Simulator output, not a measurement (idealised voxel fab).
This is a process module. Its name is voxel air gaps.
Xsec cut, 245 nm wide, square cell size 5 nm.
Cross-section layout: square cells on a grid; listed as bands, top to bottom; a band spans one or more cell rows.
This entry defines a band. It first specifies the height of the band's top and the height of its bottom in nm, and then specifies the band's materials from left to right, stating each material with its width in nm. The word "throughout" identifies a single material that fills the band from edge to edge, while the word "blank" identifies empty space.
Basically, 0 is our baseline, since under it the wafer straight out of the box is all one material. The bottom band has no lower end and keeps on going down, so it looks like "0 down".
You'd read "30->40" like this: the band's top row of cells is as wide as the first number, its bottom row is as wide as the second, and going down, every row changes width by the same amount as the row before did.
"no modifications" for a step: no cell of the cross-section changed in that step.
If an empty space has no open way to the top and is at least 8 cells in size, "Closed void table" lists it, written width x height at distance, where distance is measured from the left edge and every value is in nm.
Step line, after settings: the simulator's comment on this step.
A step line may carry the setting "overlay nm", which, for steps involving a mask, states the distance by which the mask lay to the right of its intended position; negative values denote displacement to the left.

List of planned process steps
1,RECEIVE (material Si)
2,CONFORMAL_DEP (material SiO2; thk nm 10)
3,CONFORMAL_DEP (material SiCN; thk nm 5)
4,DIRECTIONAL_DEP (material SiO2; thk nm 30)
5,MASKED_ETCH (tone open; mask id LINES; width nm 25; pitch nm 50; etch materials SiO2; depth nm 40; overlay nm 0)
6,CONFORMAL_DEP (material TiN; thk nm 5)
7,FILL_DEP (material W; thk nm 5)
8,CMP (height nm 55)
9,EPI (material Ru; thk nm 10)
10,SELECTIVE_ETCH (etch materials SiO2; depth nm 50)
11,CONFORMAL_DEP (material SiCN; thk nm 5)
For clarity, it should be stated that the wafers under discussion commence in an identical condition and differ with respect to the thk nm of step 4, the plan indicating the value that the first wafer had.

As-received state after step 1, first of several wafers, cross-section
    0 down = Si throughout
    Closed void table: none

Per-wafer rows below. For each material: cells gained (+) or lost (-) since the wafer was received, as of end of module. Then: closed voids
thk nm 30 | +98 Ru | +98 SiCN | +302 SiO2 | +85 TiN | +103 W | Closed void table: none
thk nm 35 | +98 Ru | +98 SiCN | +336 SiO2 | +91 TiN | +63 W | Closed void table: none
thk nm 40 | +54 Ru | +174 SiCN | +98 SiO2 | +57 TiN | +63 W | Closed void table: 15 x 30 at 90; 15 x 30 at 140
